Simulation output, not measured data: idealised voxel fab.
process module | voxel gate over fins
We display cut, a cross-section 295 nm in width whose square cells are each 5 nm.
Reading order for cross-sections: top band down to bottom band. Underlying form: a grid of square cells. Band size: one or more rows of cells.
First you get the band's top height and its bottom height, in nm, and then the materials it's made of, left to right, with each width in nm. If you see a single material with "everywhere", that one covers the band edge to edge. "air" is empty space.
Below 0: as-received wafer, all one material; heights counted from there. Lowest band: no bottom, goes on down, written "z 0 and below".
Per-row width for "30 to 40": begins at first number (top row of band), ends at second number (bottom row), increment between rows held constant.
Key: "same as before" - step with no changed cell in the cross-section.
"Sealed void inventory" - sealed voids, min. 8 cells, no opening to top; format: width x height at distance (distance from left edge; nm throughout).
Heads up: the bit after the settings on a step's line is the simulator's remark on that step.
What "overlay nm" on a step's line means: if the step has a mask, that mask lay this far to the right of its planned place, or, when the value is negative, to the left.
## So here's the lineup of process steps we planned
1) RECEIVE with material Si
2) CONFORMAL_DEP with material SiN, thk nm 10
3) PATTERN with tone cover, mask id FINS, material resist, width nm 15, pitch nm 45, thk nm 20, overlay nm 0
4) DIRECTIONAL_ETCH with etch materials SiN, depth nm 10
5) DIRECTIONAL_ETCH with etch materials Si, depth nm 40
6) STRIP with etch materials resist
7) OXIDIZE with depth nm 5
8) FILL_DEP with material SiO2, thk nm 15
9) CMP with height nm 10
10) SELECTIVE_ETCH with etch materials SiO2, depth nm 20
11) STRIP with etch materials SiN
12) CONFORMAL_DEP with material HfO2, thk nm 5
13) CONFORMAL_DEP with material TiN, thk nm 5
14) FILL_DEP with material W, thk nm 10
15) CMP with height nm 15
16) CONFORMAL_DEP with material SiN, thk nm 10
## Cross-sectional view of the wafer in its as-received condition, corresponding to the state after step 1
* z 0 and below  Si everywhere
* Sealed void inventory: none
## Cross-sectional image of the first of two wafers at the end of the module, the run having proceeded as planned
* z 25 to 15  SiN everywhere
* z 15 to 10  W everywhere
* z 10 to 5  W=110  TiN=25  W=20  TiN=25  W=115
* z 5 to 0  W=110  TiN=5  HfO2=15  TiN=5  W=20  TiN=5  HfO2=15  TiN=5  W=115
* z 0 to -5  TiN=115  HfO2=5  Si=5  HfO2=5  TiN=30  HfO2=5  Si=5  HfO2=5  TiN=120
* z -5 to -10  HfO2=120  Si=5  HfO2=40  Si=5  HfO2=125
* z -10 to -45  SiO2=120  Si=5  SiO2=40  Si=5  SiO2=125
* z -45 and below  Si everywhere
* Sealed void inventory: none
## Wafer two cross-section, module end. Start and plan unchanged from wafer one; one mistake made during the run
* z 25 to 15  SiN everywhere
* z 15 to 10  W=100  TiN=90  W=105
* z 10 to 5  TiN everywhere
* z 5 to 0  TiN=115  HfO2=15  TiN=30  HfO2=15  TiN=120
* z 0 to -5  TiN=115  HfO2=5  Si=5  HfO2=5  TiN=30  HfO2=5  Si=5  HfO2=5  TiN=120
* z -5 to -10  HfO2=120  Si=5  HfO2=40  Si=5  HfO2=125
* z -10 to -45  SiO2=120  Si=5  SiO2=40  Si=5  SiO2=125
* z -45 and below  Si everywhere
* Sealed void inventory: none
Short version of what went wrong: step 13, actual vs plan mismatch, actual run CONFORMAL_DEP with material TiN, thk nm 15
Heads up, by the end the second wafer has more or fewer cells of some materials compared to the first: TiN: 116 more; W: 116 fewer
